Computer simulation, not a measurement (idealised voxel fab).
Process module heading - voxel transistor to metal
We display cut, a cross-section 150 nm in width whose square cells are each 5 nm.
A cross-section in this document is a grid of square cells, and it is written down as bands, the top band listed before the ones below it; a band is made up of one or more rows of cells. It is stipulated that each band's entry specify, in nanometres, the height of the top of the band and then that of its bottom, followed by the materials of the band in left-to-right sequence, each together with its width in nanometres. A single material marked by the word "all across" is understood to fill the band from edge to edge; the word "air" is understood to denote empty space. Heights are expressed relative to 0, this being the level below which the as-received wafer comprises one material exclusively. The lowest band is unbounded in the downward direction and is denoted as in "top 0, no bottom". The two numbers in a width such as "30..40" mark its ends across the band: the first belongs to the top row of cells, the second to the bottom row, and from each row to the next the width moves by the same amount. No cell of the cross-section changed in a step that is given as "nothing different". "Closed void catalog" contains a list of empty spaces, each no smaller than 8 cells and without an open way to the top, written in the form width x height at distance with the distance from the left edge and all three in nm. Post-settings text on a step line: simulator's own remark regarding the step. Steps that use a mask can have "overlay nm" on their line. It says how far the mask sat to the right of where it was meant to be. Negative means to the left.

[Process steps foreseen in the plan]
1: RECEIVE, material Si
2: CONFORMAL_DEP, material SiO2, thk nm 5
3: CONFORMAL_DEP, material SiN, thk nm 10
4: DIRECTIONAL_DEP, material aC, thk nm 15
5: PATTERN, tone cover, mask id ACTIVE, material resist, width nm 115, thk nm 35, overlay nm 0
6: DIRECTIONAL_ETCH, etch materials aC, depth nm 15
7: STRIP, etch materials resist
8: DIRECTIONAL_ETCH, etch materials SiN, depth nm 10
9: DIRECTIONAL_ETCH, etch materials SiO2, depth nm 5
10: DIRECTIONAL_ETCH, etch materials Si, depth nm 35
11: STRIP, etch materials aC
12: FILL_DEP, material SiO2, thk nm 10
13: CMP, height nm 15
14: SELECTIVE_ETCH, etch materials SiO2, depth nm 5
15: STRIP, etch materials SiN
16: SELECTIVE_ETCH, etch materials SiO2, depth nm 5
17: OXIDIZE, depth nm 5
18: DIRECTIONAL_DEP, material polySi, thk nm 30
19: DIRECTIONAL_DEP, material SiCN, thk nm 15
20: DIRECTIONAL_DEP, material aC, thk nm 15
21: PATTERN, tone cover, mask id GATE, material resist, width nm 35, thk nm 35, overlay nm 0
22: DIRECTIONAL_ETCH, etch materials aC, depth nm 15
23: STRIP, etch materials resist
24: DIRECTIONAL_ETCH, etch materials SiCN, depth nm 25
25: DIRECTIONAL_ETCH, etch materials polySi, depth nm 40
26: STRIP, etch materials aC
27: CONFORMAL_DEP, material SiN, thk nm 10
28: DIRECTIONAL_ETCH, etch materials SiN, depth nm 10
29: DIRECTIONAL_ETCH, etch materials SiO2, depth nm 5
30: DIRECTIONAL_ETCH, etch materials Si, depth nm 15
31: EPI, material pSi, thk nm 15
32: FILL_DEP, material SiO2, thk nm 5
33: CMP, height nm 30
34: STRIP, etch materials polySi
35: SELECTIVE_ETCH, etch materials SiO2, depth nm 5
36: CONFORMAL_DEP, material HfO2, thk nm 5
37: CONFORMAL_DEP, material TiN, thk nm 5
38: FILL_DEP, material W, thk nm 5
39: CMP, height nm 25
40: DIRECTIONAL_DEP, material SiO2, thk nm 10
41: DIRECTIONAL_DEP, material aC, thk nm 15
42: PATTERN, tone open, mask id CONTACT, material resist, width nm 15, pitch nm 90, thk nm 35, overlay nm 0
43: DIRECTIONAL_ETCH, etch materials aC, depth nm 15
44: STRIP, etch materials resist
45: DIRECTIONAL_ETCH, etch materials SiO2, depth nm 25
46: STRIP, etch materials aC
47: CONFORMAL_DEP, material TiN, thk nm 5
48: FILL_DEP, material Ru, thk nm 10
49: CMP, height nm 35
50: DIRECTIONAL_DEP, material TiN, thk nm 5
51: DIRECTIONAL_DEP, material W, thk nm 20
52: PATTERN, tone cover, mask id METAL_1, material resist, width nm 15, pitch nm 90, thk nm 20, overlay nm 0
53: DIRECTIONAL_ETCH, etch materials W, depth nm 20
54: DIRECTIONAL_ETCH, etch materials TiN, depth nm 5
55: STRIP, etch materials resist
56: CONFORMAL_DEP, material SiN, thk nm 5
57: FILL_DEP, material lowk, thk nm 10
58: CMP, height nm 60
59: CONFORMAL_DEP, material SiCN, thk nm 5
60: DIRECTIONAL_DEP, material lowk, thk nm 25
61: MASKED_ETCH, tone open, mask id METAL_2, width nm 15, pitch nm 90, etch materials lowk, depth nm 15, overlay nm 0
62: MASKED_ETCH, tone open, mask id METAL_2_HOLES, width nm 15, pitch nm 90, etch materials lowk, depth nm 10, overlay nm 0
63: MASKED_ETCH, tone open, mask id METAL_2_HOLES, width nm 15, pitch nm 90, etch materials SiCN, depth nm 5, overlay nm 0
64: CONFORMAL_DEP, material TiN, thk nm 5
65: FILL_DEP, material Ru, thk nm 5
66: CMP, height nm 90
67: CONFORMAL_DEP, material SiCN, thk nm 5

[first wafer, as planned]

[Cross-section, incoming material, after step 1]
    top 0, no bottom: Si all across
    Closed void catalog: none

[Wafer xsec, post step 2]
    top 5, bottom 0: SiO2 all across
    All layers under 0 are left as they were.

[Wafer xsec, post step 3]
    top 15, bottom 5: SiN all across
    All layers under 5 are left as they were.

[Wafer xsec, post step 4]
    top 30, bottom 15: aC all across
    All layers under 15 are left as they were.

[Wafer xsec, post step 5]
    top 65, bottom 30: air 15, then resist 115, then air 20
    All layers under 30 are left as they were.

[Wafer xsec, post step 6]
    top 50, bottom 30: air 15, then resist 115, then air 20
    top 30, bottom 15: air 15, then aC 115, then air 20
    All layers under 15 are left as they were.

[Wafer xsec, post step 7]
    top 30, bottom 15: air 15, then aC 115, then air 20
    All layers under 15 are left as they were.

[Wafer xsec, post step 8]
    top 30, bottom 15: air 15, then aC 115, then air 20
    top 15, bottom 5: air 15, then SiN 115, then air 20
    All layers under 5 are left as they were.

[Wafer xsec, post step 9]
    top 30, bottom 15: air 15, then aC 115, then air 20
    top 15, bottom 5: air 15, then SiN 115, then air 20
    top 5, bottom 0: air 15, then SiO2 115, then air 20
    All layers under 0 are left as they were.

[Wafer xsec, post step 10]
    top 30, bottom 15: air 15, then aC 115, then air 20
    top 15, bottom 5: air 15, then SiN 115, then air 20
    top 5, bottom 0: air 15, then SiO2 115, then air 20
    top 0, bottom -35: air 15, then Si 115, then air 20
    All layers under -35 are left as they were.

[Wafer xsec, post step 11]
    top 15, bottom 5: air 15, then SiN 115, then air 20
    All layers under 5 are left as they were.

[Wafer xsec, post step 12]
    top 25, bottom 15: SiO2 all across
    top 15, bottom 5: SiO2 15, then SiN 115, then SiO2 20
    top 5, bottom 0: SiO2 all across
    top 0, bottom -35: SiO2 15, then Si 115, then SiO2 20
    All layers under -35 are left as they were.

[Wafer xsec, post step 13]
    top 15, bottom 5: SiO2 15, then SiN 115, then SiO2 20
    All layers under 5 are left as they were.

[Wafer xsec, post step 14]
    top 15, bottom 10: air 15, then SiN 115, then air 20
    All layers under 10 are left as they were.

[Wafer xsec, post step 15]
    top 10, bottom 5: SiO2 15, then air 115, then SiO2 20
    All layers under 5 are left as they were.

[Wafer xsec, post step 16]
    top 5, bottom 0: SiO2 10, then air 125, then SiO2 15
    All layers under 0 are left as they were.

[Wafer xsec, post step 17]
    top 5, bottom 0: SiO2 10, then air 125, then SiO2 15
    top 0, bottom -5: SiO2 all across
    All layers under -5 are left as they were.

[Wafer xsec, post step 18]
    top 35, bottom 30: polySi 10, then air 125, then polySi 15
    top 30, bottom 5: polySi all across
    top 5, bottom 0: SiO2 10, then polySi 125, then SiO2 15
    All layers under 0 are left as they were.

[Wafer xsec, post step 19]
    top 50, bottom 45: SiCN 10, then air 125, then SiCN 15
    top 45, bottom 35: SiCN all across
    top 35, bottom 30: polySi 10, then SiCN 125, then polySi 15
    All layers under 30 are left as they were.

[Wafer xsec, post step 20]
    top 65, bottom 60: aC 10, then air 125, then aC 15
    top 60, bottom 50: aC all across
    top 50, bottom 45: SiCN 10, then aC 125, then SiCN 15
    All layers under 45 are left as they were.

[Wafer xsec, post step 21]
    top 100, bottom 65: air 55, then resist 35, then air 60
    top 65, bottom 60: aC 10, then air 45, then resist 35, then air 45, then aC 15
    All layers under 60 are left as they were.

[Wafer xsec, post step 22]
    top 85, bottom 60: air 55, then resist 35, then air 60
    top 60, bottom 50: air 55, then aC 35, then air 60
    top 50, bottom 45: SiCN 10, then air 45, then aC 35, then air 45, then SiCN 15
    All layers under 45 are left as they were.

[Wafer xsec, post step 23]
    top 60, bottom 50: air 55, then aC 35, then air 60
    All layers under 50 are left as they were.

[Wafer xsec, post step 24]
    top 60, bottom 45: air 55, then aC 35, then air 60
    top 45, bottom 35: air 55, then SiCN 35, then air 60
    top 35, bottom 30: polySi 10, then air 45, then SiCN 35, then air 45, then polySi 15
    All layers under 30 are left as they were.

[Wafer xsec, post step 25]
    top 60, bottom 45: air 55, then aC 35, then air 60
    top 45, bottom 30: air 55, then SiCN 35, then air 60
    top 30, bottom 5: air 55, then polySi 35, then air 60
    top 5, bottom 0: SiO2 10, then air 45, then polySi 35, then air 45, then SiO2 15
    All layers under 0 are left as they were.

[Wafer xsec, post step 26]
    top 45, bottom 30: air 55, then SiCN 35, then air 60
    All layers under 30 are left as they were.

[Wafer xsec, post step 27]
    top 55, bottom 45: air 45, then SiN 55, then air 50
    top 45, bottom 30: air 45, then SiN 10, then SiCN 35, then SiN 10, then air 50
    top 30, bottom 15: air 45, then SiN 10, then polySi 35, then SiN 10, then air 50
    top 15, bottom 10: SiN 20, then air 25, then SiN 10, then polySi 35, then SiN 10, then air 25, then SiN 25
    top 10, bottom 5: SiN 55, then polySi 35, then SiN 60
    top 5, bottom 0: SiO2 10, then SiN 45, then polySi 35, then SiN 45, then SiO2 15
    All layers under 0 are left as they were.

[Wafer xsec, post step 28]
    top 45, bottom 30: air 45, then SiN 10, then SiCN 35, then SiN 10, then air 50
    top 30, bottom 5: air 45, then SiN 10, then polySi 35, then SiN 10, then air 50
    top 5, bottom 0: SiO2 10, then SiN 10, then air 25, then SiN 10, then polySi 35, then SiN 10, then air 25, then SiN 10, then SiO2 15
    All layers under 0 are left as they were.

[Wafer xsec, post step 29]
    top 45, bottom 30: air 45, then SiN 10, then SiCN 35, then SiN 10, then air 50
    top 30, bottom 5: air 45, then SiN 10, then polySi 35, then SiN 10, then air 50
    top 5, bottom 0: air 10, then SiN 10, then air 25, then SiN 10, then polySi 35, then SiN 10, then air 25, then SiN 10, then air 15
    top 0, bottom -5: SiO2 20, then air 25, then SiO2 55, then air 25, then SiO2 25
    All layers under -5 are left as they were.

[Wafer xsec, post step 30]
    top 45, bottom 30: air 45, then SiN 10, then SiCN 35, then SiN 10, then air 50
    top 30, bottom 5: air 45, then SiN 10, then polySi 35, then SiN 10, then air 50
    top 5, bottom 0: air 10, then SiN 10, then air 25, then SiN 10, then polySi 35, then SiN 10, then air 25, then SiN 10, then air 15
    top 0, bottom -5: SiO2 20, then air 25, then SiO2 55, then air 25, then SiO2 25
    top -5, bottom -20: SiO2 15, then Si 5, then air 25, then Si 55, then air 25, then Si 5, then SiO2 20
    All layers under -20 are left as they were.

[Wafer xsec, post step 31]
    top 45, bottom 30: air 45, then SiN 10, then SiCN 35, then SiN 10, then air 50
    top 30, bottom 10: air 45, then SiN 10, then polySi 35, then SiN 10, then air 50
    top 10, bottom 5: air 15, then pSi 30, then SiN 10, then polySi 35, then SiN 10, then pSi 30, then air 20
    top 5, bottom 0: air 10, then SiN 10, then pSi 25, then SiN 10, then polySi 35, then SiN 10, then pSi 25, then SiN 10, then air 15
    top 0, bottom -5: SiO2 20, then pSi 25, then SiO2 55, then pSi 25, then SiO2 25
    top -5, bottom -20: SiO2 15, then Si 5, then pSi 25, then Si 55, then pSi 25, then Si 5, then SiO2 20
    All layers under -20 are left as they were.

[Wafer xsec, post step 32]
    top 50, bottom 45: SiO2 all across
    top 45, bottom 30: SiO2 45, then SiN 10, then SiCN 35, then SiN 10, then SiO2 50
    top 30, bottom 10: SiO2 45, then SiN 10, then polySi 35, then SiN 10, then SiO2 50
    top 10, bottom 5: SiO2 15, then pSi 30, then SiN 10, then polySi 35, then SiN 10, then pSi 30, then SiO2 20
    top 5, bottom 0: SiO2 10, then SiN 10, then pSi 25, then SiN 10, then polySi 35, then SiN 10, then pSi 25, then SiN 10, then SiO2 15
    All layers under 0 are left as they were.

[Wafer xsec, post step 33]
    top 30, bottom 10: SiO2 45, then SiN 10, then polySi 35, then SiN 10, then SiO2 50
    All layers under 10 are left as they were.

[Wafer xsec, post step 34]
    top 30, bottom 10: SiO2 45, then SiN 10, then air 35, then SiN 10, then SiO2 50
    top 10, bottom 5: SiO2 15, then pSi 30, then SiN 10, then air 35, then SiN 10, then pSi 30, then SiO2 20
    top 5, bottom 0: SiO2 10, then SiN 10, then pSi 25, then SiN 10, then air 35, then SiN 10, then pSi 25, then SiN 10, then SiO2 15
    All layers under 0 are left as they were.

[Wafer xsec, post step 35]
    top 30, bottom 25: air 45, then SiN 10, then air 35, then SiN 10, then air 50
    top 25, bottom 10: SiO2 45, then SiN 10, then air 35, then SiN 10, then SiO2 50
    top 10, bottom 5: SiO2 15, then pSi 30, then SiN 10, then air 35, then SiN 10, then pSi 30, then SiO2 20
    top 5, bottom 0: SiO2 10, then SiN 10, then pSi 25, then SiN 10, then air 35, then SiN 10, then pSi 25, then SiN 10, then SiO2 15
    top 0, bottom -5: SiO2 20, then pSi 25, then SiO2 5, then air 45, then SiO2 5, then pSi 25, then SiO2 25
    All layers under -5 are left as they were.

[Wafer xsec, post step 36]
    top 35, bottom 30: air 40, then HfO2 20, then air 25, then HfO2 20, then air 45
    top 30, bottom 25: HfO2 45, then SiN 10, then HfO2 5, then air 25, then HfO2 5, then SiN 10, then HfO2 50
    top 25, bottom 10: SiO2 45, then SiN 10, then HfO2 5, then air 25, then HfO2 5, then SiN 10, then SiO2 50
    top 10, bottom 5: SiO2 15, then pSi 30, then SiN 10, then HfO2 5, then air 25, then HfO2 5, then SiN 10, then pSi 30, then SiO2 20
    top 5, bottom 0: SiO2 10, then SiN 10, then pSi 25, then SiN 10, then HfO2 5, then air 25, then HfO2 5, then SiN 10, then pSi 25, then SiN 10, then SiO2 15
    top 0, bottom -5: SiO2 20, then pSi 25, then SiO2 5, then HfO2 45, then SiO2 5, then pSi 25, then SiO2 25
    All layers under -5 are left as they were.

[Wafer xsec, post step 37]
    top 40, bottom 35: air 35, then TiN 30, then air 15, then TiN 30, then air 40
    top 35, bottom 30: TiN 40, then HfO2 20, then TiN 5, then air 15, then TiN 5, then HfO2 20, then TiN 45
    top 30, bottom 25: HfO2 45, then SiN 10, then HfO2 5, then TiN 5, then air 15, then TiN 5, then HfO2 5, then SiN 10, then HfO2 50
    top 25, bottom 10: SiO2 45, then SiN 10, then HfO2 5, then TiN 5, then air 15, then TiN 5, then HfO2 5, then SiN 10, then SiO2 50
    top 10, bottom 5: SiO2 15, then pSi 30, then SiN 10, then HfO2 5, then TiN 5, then air 15, then TiN 5, then HfO2 5, then SiN 10, then pSi 30, then SiO2 20
    top 5, bottom 0: SiO2 10, then SiN 10, then pSi 25, then SiN 10, then HfO2 5, then TiN 25, then HfO2 5, then SiN 10, then pSi 25, then SiN 10, then SiO2 15
    All layers under 0 are left as they were.

[Wafer xsec, post step 38]
    top 45, bottom 40: W all across
    top 40, bottom 35: W 35, then TiN 30, then W 15, then TiN 30, then W 40
    top 35, bottom 30: TiN 40, then HfO2 20, then TiN 5, then W 15, then TiN 5, then HfO2 20, then TiN 45
    top 30, bottom 25: HfO2 45, then SiN 10, then HfO2 5, then TiN 5, then W 15, then TiN 5, then HfO2 5, then SiN 10, then HfO2 50
    top 25, bottom 10: SiO2 45, then SiN 10, then HfO2 5, then TiN 5, then W 15, then TiN 5, then HfO2 5, then SiN 10, then SiO2 50
    top 10, bottom 5: SiO2 15, then pSi 30, then SiN 10, then HfO2 5, then TiN 5, then W 15, then TiN 5, then HfO2 5, then SiN 10, then pSi 30, then SiO2 20
    All layers under 5 are left as they were.

[Wafer xsec, post step 39]
    top 25, bottom 10: SiO2 45, then SiN 10, then HfO2 5, then TiN 5, then W 15, then TiN 5, then HfO2 5, then SiN 10, then SiO2 50
    All layers under 10 are left as they were.

[Wafer xsec, post step 40]
    top 35, bottom 25: SiO2 all across
    All layers under 25 are left as they were.

[Wafer xsec, post step 41]
    top 50, bottom 35: aC all across
    All layers under 35 are left as they were.

[Wafer xsec, post step 42]
    top 85, bottom 50: resist 20, then air 15, then resist 75, then air 15, then resist 25
    All layers under 50 are left as they were.

[Wafer xsec, post step 43]
    top 70, bottom 50: resist 20, then air 15, then resist 75, then air 15, then resist 25
    top 50, bottom 35: aC 20, then air 15, then aC 75, then air 15, then aC 25
    All layers under 35 are left as they were.

[Wafer xsec, post step 44]
    top 50, bottom 35: aC 20, then air 15, then aC 75, then air 15, then aC 25
    All layers under 35 are left as they were.

[Wafer xsec, post step 45]
    top 50, bottom 35: aC 20, then air 15, then aC 75, then air 15, then aC 25
    top 35, bottom 25: SiO2 20, then air 15, then SiO2 75, then air 15, then SiO2 25
    top 25, bottom 10: SiO2 20, then air 15, then SiO2 10, then SiN 10, then HfO2 5, then TiN 5, then W 15, then TiN 5, then HfO2 5, then SiN 10, then SiO2 10, then air 15, then SiO2 25
    All layers under 10 are left as they were.

[Wafer xsec, post step 46]
    top 35, bottom 25: SiO2 20, then air 15, then SiO2 75, then air 15, then SiO2 25
    All layers under 25 are left as they were.

[Wafer xsec, post step 47]
    top 40, bottom 35: TiN 25, then air 5, then TiN 85, then air 5, then TiN 30
    top 35, bottom 25: SiO2 20, then TiN 5, then air 5, then TiN 5, then SiO2 75, then TiN 5, then air 5, then TiN 5, then SiO2 25
    top 25, bottom 15: SiO2 20, then TiN 5, then air 5, then TiN 5, then SiO2 10, then SiN 10, then HfO2 5, then TiN 5, then W 15, then TiN 5, then HfO2 5, then SiN 10, then SiO2 10, then TiN 5, then air 5, then TiN 5, then SiO2 25
    top 15, bottom 10: SiO2 20, then TiN 15, then SiO2 10, then SiN 10, then HfO2 5, then TiN 5, then W 15, then TiN 5, then HfO2 5, then SiN 10, then SiO2 10, then TiN 15, then SiO2 25
    All layers under 10 are left as they were.

[Wafer xsec, post step 48]
    top 50, bottom 40: Ru all across
    top 40, bottom 35: TiN 25, then Ru 5, then TiN 85, then Ru 5, then TiN 30
    top 35, bottom 25: SiO2 20, then TiN 5, then Ru 5, then TiN 5, then SiO2 75, then TiN 5, then Ru 5, then TiN 5, then SiO2 25
    top 25, bottom 15: SiO2 20, then TiN 5, then Ru 5, then TiN 5, then SiO2 10, then SiN 10, then HfO2 5, then TiN 5, then W 15, then TiN 5, then HfO2 5, then SiN 10, then SiO2 10, then TiN 5, then Ru 5, then TiN 5, then SiO2 25
    All layers under 15 are left as they were.

[Wafer xsec, post step 49]
    top 35, bottom 25: SiO2 20, then TiN 5, then Ru 5, then TiN 5, then SiO2 75, then TiN 5, then Ru 5, then TiN 5, then SiO2 25
    All layers under 25 are left as they were.

[Wafer xsec, post step 50]
    top 40, bottom 35: TiN all across
    All layers under 35 are left as they were.

[Wafer xsec, post step 51]
    top 60, bottom 40: W all across
    All layers under 40 are left as they were.

[Wafer xsec, post step 52]
    top 80, bottom 60: air 20, then resist 15, then air 75, then resist 15, then air 25
    All layers under 60 are left as they were.

[Wafer xsec, post step 53]
    top 80, bottom 60: air 20, then resist 15, then air 75, then resist 15, then air 25
    top 60, bottom 40: air 20, then W 15, then air 75, then W 15, then air 25
    All layers under 40 are left as they were.

[Wafer xsec, post step 54]
    top 80, bottom 60: air 20, then resist 15, then air 75, then resist 15, then air 25
    top 60, bottom 40: air 20, then W 15, then air 75, then W 15, then air 25
    top 40, bottom 35: air 20, then TiN 15, then air 75, then TiN 15, then air 25
    All layers under 35 are left as they were.

[Wafer xsec, post step 55]
    top 60, bottom 40: air 20, then W 15, then air 75, then W 15, then air 25
    All layers under 40 are left as they were.

[Wafer xsec, post step 56]
    top 65, bottom 60: air 15, then SiN 25, then air 65, then SiN 25, then air 20
    top 60, bottom 40: air 15, then SiN 5, then W 15, then SiN 5, then air 65, then SiN 5, then W 15, then SiN 5, then air 20
    top 40, bottom 35: SiN 20, then TiN 15, then SiN 75, then TiN 15, then SiN 25
    All layers under 35 are left as they were.

[Wafer xsec, post step 57]
    top 75, bottom 65: lowk all across
    top 65, bottom 60: lowk 15, then SiN 25, then lowk 65, then SiN 25, then lowk 20
    top 60, bottom 40: lowk 15, then SiN 5, then W 15, then SiN 5, then lowk 65, then SiN 5, then W 15, then SiN 5, then lowk 20
    All layers under 40 are left as they were.

[Wafer xsec, post step 58]
    top 60, bottom 40: lowk 15, then SiN 5, then W 15, then SiN 5, then lowk 65, then SiN 5, then W 15, then SiN 5, then lowk 20
    All layers under 40 are left as they were.

[Wafer xsec, post step 59]
    top 65, bottom 60: SiCN all across
    All layers under 60 are left as they were.

[Wafer xsec, post step 60]
    top 90, bottom 65: lowk all across
    All layers under 65 are left as they were.

[Wafer xsec, post step 61]
    top 90, bottom 75: lowk 20, then air 15, then lowk 75, then air 15, then lowk 25
    All layers under 75 are left as they were.

[Wafer xsec, post step 62]
    top 90, bottom 65: lowk 20, then air 15, then lowk 75, then air 15, then lowk 25
    All layers under 65 are left as they were.

[Wafer xsec, post step 63]
    top 90, bottom 65: lowk 20, then air 15, then lowk 75, then air 15, then lowk 25
    top 65, bottom 60: SiCN 20, then air 15, then SiCN 75, then air 15, then SiCN 25
    All layers under 60 are left as they were.

[Wafer xsec, post step 64]
    top 95, bottom 90: TiN 25, then air 5, then TiN 85, then air 5, then TiN 30
    top 90, bottom 65: lowk 20, then TiN 5, then air 5, then TiN 5, then lowk 75, then TiN 5, then air 5, then TiN 5, then lowk 25
    top 65, bottom 60: SiCN 20, then TiN 15, then SiCN 75, then TiN 15, then SiCN 25
    All layers under 60 are left as they were.

[Wafer xsec, post step 65]
    top 100, bottom 95: Ru all across
    top 95, bottom 90: TiN 25, then Ru 5, then TiN 85, then Ru 5, then TiN 30
    top 90, bottom 65: lowk 20, then TiN 5, then Ru 5, then TiN 5, then lowk 75, then TiN 5, then Ru 5, then TiN 5, then lowk 25
    All layers under 65 are left as they were.

[Wafer xsec, post step 66]
    top 90, bottom 65: lowk 20, then TiN 5, then Ru 5, then TiN 5, then lowk 75, then TiN 5, then Ru 5, then TiN 5, then lowk 25
    All layers under 65 are left as they were.

[Wafer xsec, post step 67]
    top 95, bottom 90: SiCN all across
    All layers under 90 are left as they were.

[Now the other wafer: same start, same recipe, but we messed up one thing when running it. Up to and including step 41 it's the same as the first one]

[Here is the second wafer in cross-section at the point where step 42 of the plan should have been done]
    top 85, bottom 50: resist 15, then air 25, then resist 65, then air 25, then resist 20
    All layers under 50 are left as they were.

[Here is the second wafer in cross-section at the point where step 43 of the plan should have been done]
    top 70, bottom 50: resist 15, then air 25, then resist 65, then air 25, then resist 20
    top 50, bottom 35: aC 15, then air 25, then aC 65, then air 25, then aC 20
    All layers under 35 are left as they were.

[Here is the second wafer in cross-section at the point where step 44 of the plan should have been done]
    top 50, bottom 35: aC 15, then air 25, then aC 65, then air 25, then aC 20
    All layers under 35 are left as they were.

[Here is the second wafer in cross-section at the point where step 45 of the plan should have been done]
    top 50, bottom 35: aC 15, then air 25, then aC 65, then air 25, then aC 20
    top 35, bottom 25: SiO2 15, then air 25, then SiO2 65, then air 25, then SiO2 20
    top 25, bottom 10: SiO2 15, then air 25, then SiO2 5, then SiN 10, then HfO2 5, then TiN 5, then W 15, then TiN 5, then HfO2 5, then SiN 10, then SiO2 5, then air 25, then SiO2 20
    All layers under 10 are left as they were.

[Here is the second wafer in cross-section at the point where step 46 of the plan should have been done]
    top 35, bottom 25: SiO2 15, then air 25, then SiO2 65, then air 25, then SiO2 20
    All layers under 25 are left as they were.

[Here is the second wafer in cross-section at the point where step 47 of the plan should have been done]
    top 40, bottom 35: TiN 20, then air 15, then TiN 75, then air 15, then TiN 25
    top 35, bottom 25: SiO2 15, then TiN 5, then air 15, then TiN 5, then SiO2 65, then TiN 5, then air 15, then TiN 5, then SiO2 20
    top 25, bottom 15: SiO2 15, then TiN 5, then air 15, then TiN 5, then SiO2 5, then SiN 10, then HfO2 5, then TiN 5, then W 15, then TiN 5, then HfO2 5, then SiN 10, then SiO2 5, then TiN 5, then air 15, then TiN 5, then SiO2 20
    top 15, bottom 10: SiO2 15, then TiN 25, then SiO2 5, then SiN 10, then HfO2 5, then TiN 5, then W 15, then TiN 5, then HfO2 5, then SiN 10, then SiO2 5, then TiN 25, then SiO2 20
    All layers under 10 are left as they were.

[Here is the second wafer in cross-section at the point where step 48 of the plan should have been done]
    top 50, bottom 40: Ru all across
    top 40, bottom 35: TiN 20, then Ru 15, then TiN 75, then Ru 15, then TiN 25
    top 35, bottom 25: SiO2 15, then TiN 5, then Ru 15, then TiN 5, then SiO2 65, then TiN 5, then Ru 15, then TiN 5, then SiO2 20
    top 25, bottom 15: SiO2 15, then TiN 5, then Ru 15, then TiN 5, then SiO2 5, then SiN 10, then HfO2 5, then TiN 5, then W 15, then TiN 5, then HfO2 5, then SiN 10, then SiO2 5, then TiN 5, then Ru 15, then TiN 5, then SiO2 20
    All layers under 15 are left as they were.

[Here is the second wafer in cross-section at the point where step 49 of the plan should have been done]
    top 35, bottom 25: SiO2 15, then TiN 5, then Ru 15, then TiN 5, then SiO2 65, then TiN 5, then Ru 15, then TiN 5, then SiO2 20
    All layers under 25 are left as they were.

[Here is the second wafer in cross-section at the point where step 50 of the plan should have been done]
    top 40, bottom 35: TiN all across
    All layers under 35 are left as they were.

[Here is the second wafer in cross-section at the point where step 51 of the plan should have been done]
    top 60, bottom 40: W all across
    All layers under 40 are left as they were.

[Here is the second wafer in cross-section at the point where step 52 of the plan should have been done]
    top 80, bottom 60: air 20, then resist 15, then air 75, then resist 15, then air 25
    All layers under 60 are left as they were.

[Here is the second wafer in cross-section at the point where step 53 of the plan should have been done]
    top 80, bottom 60: air 20, then resist 15, then air 75, then resist 15, then air 25
    top 60, bottom 40: air 20, then W 15, then air 75, then W 15, then air 25
    All layers under 40 are left as they were.

[Here is the second wafer in cross-section at the point where step 54 of the plan should have been done]
    top 80, bottom 60: air 20, then resist 15, then air 75, then resist 15, then air 25
    top 60, bottom 40: air 20, then W 15, then air 75, then W 15, then air 25
    top 40, bottom 35: air 20, then TiN 15, then air 75, then TiN 15, then air 25
    All layers under 35 are left as they were.

[Here is the second wafer in cross-section at the point where step 55 of the plan should have been done]
    top 60, bottom 40: air 20, then W 15, then air 75, then W 15, then air 25
    All layers under 40 are left as they were.

[Here is the second wafer in cross-section at the point where step 56 of the plan should have been done]
    top 65, bottom 60: air 15, then SiN 25, then air 65, then SiN 25, then air 20
    top 60, bottom 40: air 15, then SiN 5, then W 15, then SiN 5, then air 65, then SiN 5, then W 15, then SiN 5, then air 20
    top 40, bottom 35: SiN 20, then TiN 15, then SiN 75, then TiN 15, then SiN 25
    All layers under 35 are left as they were.

[Here is the second wafer in cross-section at the point where step 57 of the plan should have been done]
    top 75, bottom 65: lowk all across
    top 65, bottom 60: lowk 15, then SiN 25, then lowk 65, then SiN 25, then lowk 20
    top 60, bottom 40: lowk 15, then SiN 5, then W 15, then SiN 5, then lowk 65, then SiN 5, then W 15, then SiN 5, then lowk 20
    All layers under 40 are left as they were.

[Here is the second wafer in cross-section at the point where step 58 of the plan should have been done]
    top 60, bottom 40: lowk 15, then SiN 5, then W 15, then SiN 5, then lowk 65, then SiN 5, then W 15, then SiN 5, then lowk 20
    All layers under 40 are left as they were.

[Here is the second wafer in cross-section at the point where step 59 of the plan should have been done]
    top 65, bottom 60: SiCN all across
    All layers under 60 are left as they were.

[Here is the second wafer in cross-section at the point where step 60 of the plan should have been done]
    top 90, bottom 65: lowk all across
    All layers under 65 are left as they were.

[Here is the second wafer in cross-section at the point where step 61 of the plan should have been done]
    top 90, bottom 75: lowk 20, then air 15, then lowk 75, then air 15, then lowk 25
    All layers under 75 are left as they were.

[Here is the second wafer in cross-section at the point where step 62 of the plan should have been done]
    top 90, bottom 65: lowk 20, then air 15, then lowk 75, then air 15, then lowk 25
    All layers under 65 are left as they were.

[Here is the second wafer in cross-section at the point where step 63 of the plan should have been done]
    top 90, bottom 65: lowk 20, then air 15, then lowk 75, then air 15, then lowk 25
    top 65, bottom 60: SiCN 20, then air 15, then SiCN 75, then air 15, then SiCN 25
    All layers under 60 are left as they were.

[Here is the second wafer in cross-section at the point where step 64 of the plan should have been done]
    top 95, bottom 90: TiN 25, then air 5, then TiN 85, then air 5, then TiN 30
    top 90, bottom 65: lowk 20, then TiN 5, then air 5, then TiN 5, then lowk 75, then TiN 5, then air 5, then TiN 5, then lowk 25
    top 65, bottom 60: SiCN 20, then TiN 15, then SiCN 75, then TiN 15, then SiCN 25
    All layers under 60 are left as they were.

[Here is the second wafer in cross-section at the point where step 65 of the plan should have been done]
    top 100, bottom 95: Ru all across
    top 95, bottom 90: TiN 25, then Ru 5, then TiN 85, then Ru 5, then TiN 30
    top 90, bottom 65: lowk 20, then TiN 5, then Ru 5, then TiN 5, then lowk 75, then TiN 5, then Ru 5, then TiN 5, then lowk 25
    All layers under 65 are left as they were.

[Here is the second wafer in cross-section at the point where step 66 of the plan should have been done]
    top 90, bottom 65: lowk 20, then TiN 5, then Ru 5, then TiN 5, then lowk 75, then TiN 5, then Ru 5, then TiN 5, then lowk 25
    All layers under 65 are left as they were.

[Here is the second wafer in cross-section at the point where step 67 of the plan should have been done]
    top 95, bottom 90: SiCN all across
    All layers under 90 are left as they were.
Finding, execution versus plan: step 42 went in with a setting other than planned; the actual run was PATTERN, tone open, mask id CONTACT, material resist, width nm 25, pitch nm 90, thk nm 35, overlay nm 0
Final difference in cells, second wafer against first, listed per material as more or fewer: +16 Ru | -20 SiO2 | +4 TiN
